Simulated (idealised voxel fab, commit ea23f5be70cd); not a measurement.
The process module that follows is named voxel capacitor over wiring.
Cross-section cut spans 215 nm and uses square cells 5 nm in size.
A cross-section is written here as square cells arranged in a grid, and it is given in bands from the top down, each band taking up one or more rows of cells. Within each band entry, the heights of the top and of the bottom of the band appear first, in that order and in nm; the materials of the band then follow from left to right, each with its corresponding width in nm. The designation "throughout" on a single material indicates that it fills the band from edge to edge; the designation "air" indicates empty space. Beneath 0, the wafer as received is one material, and that level is where height counting begins. The lowest band goes on downward without a bottom; it is written like "0 nm and below". Top row gets the first number, bottom row gets the second, and each row in between changes by the same step: that is how a band width like "30 to 40" works. "no modification" means the step left every cell of the cross-section as it was. Voids not open to the top, 8 cells minimum: see "Closed void inventory". Written width x height at distance; distance is from the left edge; nm. Text after the settings on a step's line: the simulator's own remark on that step. When a step includes a mask, the "overlay nm" setting on its line states how far to the right of its planned place that mask lay, and negative values state how far to the left.
## The steps planned for the process are as follows
| 1 | op RECEIVE | material Si |
| 2 | op CONFORMAL_DEP | material SiO2 | thk nm 10 |
| 3 | op DIRECTIONAL_DEP | material TiN | thk nm 5 |
| 4 | op DIRECTIONAL_DEP | material Ru | thk nm 20 |
| 5 | op DIRECTIONAL_DEP | material aC | thk nm 15 |
| 6 | op PATTERN | tone cover | mask id METAL_1 | material resist | width nm 30 | pitch nm 95 | thk nm 30 | overlay nm 0 |
| 7 | op DIRECTIONAL_ETCH | etch materials aC | depth nm 15 |
| 8 | op STRIP | etch materials resist |
| 9 | op DIRECTIONAL_ETCH | etch materials Ru | depth nm 20 |
| 10 | op DIRECTIONAL_ETCH | etch materials TiN | depth nm 5 |
| 11 | op STRIP | etch materials aC |
| 12 | op CONFORMAL_DEP | material SiN | thk nm 5 |
| 13 | op FILL_DEP | material lowk | thk nm 10 |
| 14 | op CMP | height nm 35 |
| 15 | op CONFORMAL_DEP | material SiCN | thk nm 5 |
| 16 | op DIRECTIONAL_DEP | material SiO2 | thk nm 20 |
| 17 | op MASKED_ETCH | tone open | mask id PLUG_1 | width nm 15 | etch materials SiO2 | depth nm 20 | overlay nm 0 |
| 18 | op MASKED_ETCH | tone open | mask id PLUG_1 | width nm 15 | etch materials SiCN | depth nm 5 | overlay nm 0 |
| 19 | op CONFORMAL_DEP | material TiN | thk nm 5 |
| 20 | op FILL_DEP | material Ru | thk nm 5 |
| 21 | op CMP | height nm 60 |
| 22 | op DIRECTIONAL_DEP | material TiN | thk nm 5 |
| 23 | op DIRECTIONAL_DEP | material HfO2 | thk nm 5 |
| 24 | op DIRECTIONAL_DEP | material TiN | thk nm 5 |
| 25 | op PATTERN | tone cover | mask id UPPER_PLATE | material resist | width nm 70 | thk nm 15 | overlay nm 0 |
| 26 | op DIRECTIONAL_ETCH | etch materials TiN | depth nm 5 |
| 27 | op DIRECTIONAL_ETCH | etch materials HfO2 | depth nm 5 |
| 28 | op STRIP | etch materials resist |
| 29 | op PATTERN | tone cover | mask id LOWER_PLATE | material resist | width nm 80 | thk nm 20 | overlay nm 0 |
| 30 | op DIRECTIONAL_ETCH | etch materials TiN | depth nm 5 |
| 31 | op STRIP | etch materials resist |
| 32 | op FILL_DEP | material SiO2 | thk nm 20 |
| 33 | op CMP | height nm 90 |
| 34 | op PATTERN | tone open | mask id PLUG_2 | material resist | width nm 15 | thk nm 20 | overlay nm 0 |
| 35 | op DIRECTIONAL_ETCH | etch materials SiO2 | depth nm 15 |
| 36 | op STRIP | etch materials resist |
| 37 | op CONFORMAL_DEP | material TiN | thk nm 5 |
| 38 | op FILL_DEP | material Cu | thk nm 10 |
| 39 | op CMP | height nm 90 |
| 40 | op CONFORMAL_DEP | material SiCN | thk nm 5 |
## Wafer, first of two, run as planned
## Cross-section of the incoming wafer, state after step 1
- 0 nm and below  Si throughout
- Closed void inventory: none
## Cross-section of the wafer after step 2
- 10 nm to 0 nm  SiO2 throughout
- Rest of section, below 0: as before.
## Cross-section of the wafer after step 3
- 15 nm to 10 nm  TiN throughout
- Rest of section, below 10: as before.
## Cross-section of the wafer after step 4
- 35 nm to 15 nm  Ru throughout
- Rest of section, below 15: as before.
## Cross-section of the wafer after step 5
- 50 nm to 35 nm  aC throughout
- Rest of section, below 35: as before.
## Cross-section of the wafer after step 6
- 80 nm to 50 nm  air (45), resist (30), air (65), resist (30), air (45)
- Rest of section, below 50: as before.
## Cross-section of the wafer after step 7
- 65 nm to 50 nm  air (45), resist (30), air (65), resist (30), air (45)
- 50 nm to 35 nm  air (45), aC (30), air (65), aC (30), air (45)
- Rest of section, below 35: as before.
## Cross-section of the wafer after step 8
- 50 nm to 35 nm  air (45), aC (30), air (65), aC (30), air (45)
- Rest of section, below 35: as before.
## Cross-section of the wafer after step 9
- 50 nm to 35 nm  air (45), aC (30), air (65), aC (30), air (45)
- 35 nm to 15 nm  air (45), Ru (30), air (65), Ru (30), air (45)
- Rest of section, below 15: as before.
## Cross-section of the wafer after step 10
- 50 nm to 35 nm  air (45), aC (30), air (65), aC (30), air (45)
- 35 nm to 15 nm  air (45), Ru (30), air (65), Ru (30), air (45)
- 15 nm to 10 nm  air (45), TiN (30), air (65), TiN (30), air (45)
- Rest of section, below 10: as before.
## Cross-section of the wafer after step 11
- 35 nm to 15 nm  air (45), Ru (30), air (65), Ru (30), air (45)
- Rest of section, below 15: as before.
## Cross-section of the wafer after step 12
- 40 nm to 35 nm  air (40), SiN (40), air (55), SiN (40), air (40)
- 35 nm to 15 nm  air (40), SiN (5), Ru (30), SiN (5), air (55), SiN (5), Ru (30), SiN (5), air (40)
- 15 nm to 10 nm  SiN (45), TiN (30), SiN (65), TiN (30), SiN (45)
- Rest of section, below 10: as before.
## Cross-section of the wafer after step 13
- 50 nm to 40 nm  lowk throughout
- 40 nm to 35 nm  lowk (40), SiN (40), lowk (55), SiN (40), lowk (40)
- 35 nm to 15 nm  lowk (40), SiN (5), Ru (30), SiN (5), lowk (55), SiN (5), Ru (30), SiN (5), lowk (40)
- Rest of section, below 15: as before.
## Cross-section of the wafer after step 14
- 35 nm to 15 nm  lowk (40), SiN (5), Ru (30), SiN (5), lowk (55), SiN (5), Ru (30), SiN (5), lowk (40)
- Rest of section, below 15: as before.
## Cross-section of the wafer after step 15
- 40 nm to 35 nm  SiCN throughout
- Rest of section, below 35: as before.
## Cross-section of the wafer after step 16
- 60 nm to 40 nm  SiO2 throughout
- Rest of section, below 40: as before.
## Cross-section of the wafer after step 17
- 60 nm to 40 nm  SiO2 (60), air (15), SiO2 (140)
- Rest of section, below 40: as before.
## Cross-section of the wafer after step 18
- 60 nm to 40 nm  SiO2 (60), air (15), SiO2 (140)
- 40 nm to 35 nm  SiCN (60), air (15), SiCN (140)
- Rest of section, below 35: as before.
## Cross-section of the wafer after step 19
- 65 nm to 60 nm  TiN (65), air (5), TiN (145)
- 60 nm to 40 nm  SiO2 (60), TiN (5), air (5), TiN (5), SiO2 (140)
- 40 nm to 35 nm  SiCN (60), TiN (15), SiCN (140)
- Rest of section, below 35: as before.
## Cross-section of the wafer after step 20
- 70 nm to 65 nm  Ru throughout
- 65 nm to 60 nm  TiN (65), Ru (5), TiN (145)
- 60 nm to 40 nm  SiO2 (60), TiN (5), Ru (5), TiN (5), SiO2 (140)
- Rest of section, below 40: as before.
## Cross-section of the wafer after step 21
- 60 nm to 40 nm  SiO2 (60), TiN (5), Ru (5), TiN (5), SiO2 (140)
- Rest of section, below 40: as before.
## Cross-section of the wafer after step 22
- 65 nm to 60 nm  TiN throughout
- Rest of section, below 60: as before.
## Cross-section of the wafer after step 23
- 70 nm to 65 nm  HfO2 throughout
- Rest of section, below 65: as before.
## Cross-section of the wafer after step 24
- 75 nm to 70 nm  TiN throughout
- Rest of section, below 70: as before.
## Cross-section of the wafer after step 25
- 90 nm to 75 nm  air (60), resist (70), air (85)
- Rest of section, below 75: as before.
## Cross-section of the wafer after step 26
- 90 nm to 75 nm  air (60), resist (70), air (85)
- 75 nm to 70 nm  air (60), TiN (70), air (85)
- Rest of section, below 70: as before.
## Cross-section of the wafer after step 27
- 90 nm to 75 nm  air (60), resist (70), air (85)
- 75 nm to 70 nm  air (60), TiN (70), air (85)
- 70 nm to 65 nm  air (60), HfO2 (70), air (85)
- Rest of section, below 65: as before.
## Cross-section of the wafer after step 28
- 75 nm to 70 nm  air (60), TiN (70), air (85)
- Rest of section, below 70: as before.
## Cross-section of the wafer after step 29
- 95 nm to 75 nm  air (55), resist (80), air (80)
- 75 nm to 70 nm  air (55), resist (5), TiN (70), resist (5), air (80)
- 70 nm to 65 nm  air (55), resist (5), HfO2 (70), resist (5), air (80)
- Rest of section, below 65: as before.
## Cross-section of the wafer after step 30
- 95 nm to 75 nm  air (55), resist (80), air (80)
- 75 nm to 70 nm  air (55), resist (5), TiN (70), resist (5), air (80)
- 70 nm to 65 nm  air (55), resist (5), HfO2 (70), resist (5), air (80)
- 65 nm to 60 nm  air (55), TiN (80), air (80)
- Rest of section, below 60: as before.
## Cross-section of the wafer after step 31
- 75 nm to 70 nm  air (60), TiN (70), air (85)
- 70 nm to 65 nm  air (60), HfO2 (70), air (85)
- Rest of section, below 65: as before.
## Cross-section of the wafer after step 32
- 95 nm to 75 nm  SiO2 throughout
- 75 nm to 70 nm  SiO2 (60), TiN (70), SiO2 (85)
- 70 nm to 65 nm  SiO2 (60), HfO2 (70), SiO2 (85)
- 65 nm to 60 nm  SiO2 (55), TiN (80), SiO2 (80)
- Rest of section, below 60: as before.
## Cross-section of the wafer after step 33
- 90 nm to 75 nm  SiO2 throughout
- Rest of section, below 75: as before.
## Cross-section of the wafer after step 34
- 110 nm to 90 nm  resist (70), air (15), resist (130)
- Rest of section, below 90: as before.
## Cross-section of the wafer after step 35
- 110 nm to 90 nm  resist (70), air (15), resist (130)
- 90 nm to 75 nm  SiO2 (70), air (15), SiO2 (130)
- Rest of section, below 75: as before.
## Cross-section of the wafer after step 36
- 90 nm to 75 nm  SiO2 (70), air (15), SiO2 (130)
- Rest of section, below 75: as before.
## Cross-section of the wafer after step 37
- 95 nm to 90 nm  TiN (75), air (5), TiN (135)
- 90 nm to 80 nm  SiO2 (70), TiN (5), air (5), TiN (5), SiO2 (130)
- 80 nm to 70 nm  SiO2 (70 to 60), TiN (15 to 70), SiO2 (130 to 85)
- Rest of section, below 70: as before.
## Cross-section of the wafer after step 38
- 105 nm to 95 nm  Cu throughout
- 95 nm to 90 nm  TiN (75), Cu (5), TiN (135)
- 90 nm to 80 nm  SiO2 (70), TiN (5), Cu (5), TiN (5), SiO2 (130)
- Rest of section, below 80: as before.
## Cross-section of the wafer after step 39
- 90 nm to 80 nm  SiO2 (70), TiN (5), Cu (5), TiN (5), SiO2 (130)
- Rest of section, below 80: as before.
## Cross-section of the wafer after step 40
- 95 nm to 90 nm  SiCN throughout
- Rest of section, below 90: as before.
## Second wafer, same starting conditions and recipe as the first, one mistake in executing it, nothing differs from the first up to and including step 5
## when step 6 should have ended
- 80 nm to 50 nm  resist (45), air (30), resist (65), air (30), resist (45)
- Rest of section, below 50: as before.
## when step 7 should have ended
- 65 nm to 50 nm  resist (45), air (30), resist (65), air (30), resist (45)
- 50 nm to 35 nm  aC (45), air (30), aC (65), air (30), aC (45)
- Rest of section, below 35: as before.
## when step 8 should have ended
- 50 nm to 35 nm  aC (45), air (30), aC (65), air (30), aC (45)
- Rest of section, below 35: as before.
## when step 9 should have ended
- 50 nm to 35 nm  aC (45), air (30), aC (65), air (30), aC (45)
- 35 nm to 15 nm  Ru (45), air (30), Ru (65), air (30), Ru (45)
- Rest of section, below 15: as before.
## when step 10 should have ended
- 50 nm to 35 nm  aC (45), air (30), aC (65), air (30), aC (45)
- 35 nm to 15 nm  Ru (45), air (30), Ru (65), air (30), Ru (45)
- 15 nm to 10 nm  TiN (45), air (30), TiN (65), air (30), TiN (45)
- Rest of section, below 10: as before.
## when step 11 should have ended
- 35 nm to 15 nm  Ru (45), air (30), Ru (65), air (30), Ru (45)
- Rest of section, below 15: as before.
## when step 12 should have ended
- 40 nm to 35 nm  SiN (50), air (20), SiN (75), air (20), SiN (50)
- 35 nm to 15 nm  Ru (45), SiN (5), air (20), SiN (5), Ru (65), SiN (5), air (20), SiN (5), Ru (45)
- 15 nm to 10 nm  TiN (45), SiN (30), TiN (65), SiN (30), TiN (45)
- Rest of section, below 10: as before.
## when step 13 should have ended
- 50 nm to 40 nm  lowk throughout
- 40 nm to 35 nm  SiN (50), lowk (20), SiN (75), lowk (20), SiN (50)
- 35 nm to 15 nm  Ru (45), SiN (5), lowk (20), SiN (5), Ru (65), SiN (5), lowk (20), SiN (5), Ru (45)
- Rest of section, below 15: as before.
## when step 14 should have ended
- 35 nm to 15 nm  Ru (45), SiN (5), lowk (20), SiN (5), Ru (65), SiN (5), lowk (20), SiN (5), Ru (45)
- Rest of section, below 15: as before.
## when step 15 should have ended
- 40 nm to 35 nm  SiCN throughout
- Rest of section, below 35: as before.
## when step 16 should have ended
- 60 nm to 40 nm  SiO2 throughout
- Rest of section, below 40: as before.
## when step 17 should have ended
- 60 nm to 40 nm  SiO2 (60), air (15), SiO2 (140)
- Rest of section, below 40: as before.
## when step 18 should have ended
- 60 nm to 40 nm  SiO2 (60), air (15), SiO2 (140)
- 40 nm to 35 nm  SiCN (60), air (15), SiCN (140)
- Rest of section, below 35: as before.
## when step 19 should have ended
- 65 nm to 60 nm  TiN (65), air (5), TiN (145)
- 60 nm to 40 nm  SiO2 (60), TiN (5), air (5), TiN (5), SiO2 (140)
- 40 nm to 35 nm  SiCN (60), TiN (15), SiCN (140)
- Rest of section, below 35: as before.
## when step 20 should have ended
- 70 nm to 65 nm  Ru throughout
- 65 nm to 60 nm  TiN (65), Ru (5), TiN (145)
- 60 nm to 40 nm  SiO2 (60), TiN (5), Ru (5), TiN (5), SiO2 (140)
- Rest of section, below 40: as before.
## when step 21 should have ended
- 60 nm to 40 nm  SiO2 (60), TiN (5), Ru (5), TiN (5), SiO2 (140)
- Rest of section, below 40: as before.
## when step 22 should have ended
- 65 nm to 60 nm  TiN throughout
- Rest of section, below 60: as before.
## when step 23 should have ended
- 70 nm to 65 nm  HfO2 throughout
- Rest of section, below 65: as before.
## when step 24 should have ended
- 75 nm to 70 nm  TiN throughout
- Rest of section, below 70: as before.
## when step 25 should have ended
- 90 nm to 75 nm  air (60), resist (70), air (85)
- Rest of section, below 75: as before.
## when step 26 should have ended
- 90 nm to 75 nm  air (60), resist (70), air (85)
- 75 nm to 70 nm  air (60), TiN (70), air (85)
- Rest of section, below 70: as before.
## when step 27 should have ended
- 90 nm to 75 nm  air (60), resist (70), air (85)
- 75 nm to 70 nm  air (60), TiN (70), air (85)
- 70 nm to 65 nm  air (60), HfO2 (70), air (85)
- Rest of section, below 65: as before.
## when step 28 should have ended
- 75 nm to 70 nm  air (60), TiN (70), air (85)
- Rest of section, below 70: as before.
## when step 29 should have ended
- 95 nm to 75 nm  air (55), resist (80), air (80)
- 75 nm to 70 nm  air (55), resist (5), TiN (70), resist (5), air (80)
- 70 nm to 65 nm  air (55), resist (5), HfO2 (70), resist (5), air (80)
- Rest of section, below 65: as before.
## when step 30 should have ended
- 95 nm to 75 nm  air (55), resist (80), air (80)
- 75 nm to 70 nm  air (55), resist (5), TiN (70), resist (5), air (80)
- 70 nm to 65 nm  air (55), resist (5), HfO2 (70), resist (5), air (80)
- 65 nm to 60 nm  air (55), TiN (80), air (80)
- Rest of section, below 60: as before.
## when step 31 should have ended
- 75 nm to 70 nm  air (60), TiN (70), air (85)
- 70 nm to 65 nm  air (60), HfO2 (70), air (85)
- Rest of section, below 65: as before.
## when step 32 should have ended
- 95 nm to 75 nm  SiO2 throughout
- 75 nm to 70 nm  SiO2 (60), TiN (70), SiO2 (85)
- 70 nm to 65 nm  SiO2 (60), HfO2 (70), SiO2 (85)
- 65 nm to 60 nm  SiO2 (55), TiN (80), SiO2 (80)
- Rest of section, below 60: as before.
## when step 33 should have ended
- 90 nm to 75 nm  SiO2 throughout
- Rest of section, below 75: as before.
## when step 34 should have ended
- 110 nm to 90 nm  resist (70), air (15), resist (130)
- Rest of section, below 90: as before.
## when step 35 should have ended
- 110 nm to 90 nm  resist (70), air (15), resist (130)
- 90 nm to 75 nm  SiO2 (70), air (15), SiO2 (130)
- Rest of section, below 75: as before.
## when step 36 should have ended
- 90 nm to 75 nm  SiO2 (70), air (15), SiO2 (130)
- Rest of section, below 75: as before.
## when step 37 should have ended
- 95 nm to 90 nm  TiN (75), air (5), TiN (135)
- 90 nm to 80 nm  SiO2 (70), TiN (5), air (5), TiN (5), SiO2 (130)
- 80 nm to 70 nm  SiO2 (70 to 60), TiN (15 to 70), SiO2 (130 to 85)
- Rest of section, below 70: as before.
## when step 38 should have ended
- 105 nm to 95 nm  Cu throughout
- 95 nm to 90 nm  TiN (75), Cu (5), TiN (135)
- 90 nm to 80 nm  SiO2 (70), TiN (5), Cu (5), TiN (5), SiO2 (130)
- Rest of section, below 80: as before.
## when step 39 should have ended
- 90 nm to 80 nm  SiO2 (70), TiN (5), Cu (5), TiN (5), SiO2 (130)
- Rest of section, below 80: as before.
## when step 40 should have ended
- 95 nm to 90 nm  SiCN throughout
- Rest of section, below 90: as before.
Processing error: step 6 ran differently from the plan; actual operation with settings: op PATTERN | tone open | mask id METAL_1 | material resist | width nm 30 | pitch nm 95 | thk nm 30 | overlay nm 0
Wafer comparison, final, in cells, second relative to first, materials more or fewer: +76 Ru; -19 SiN; +19 TiN; -76 lowk
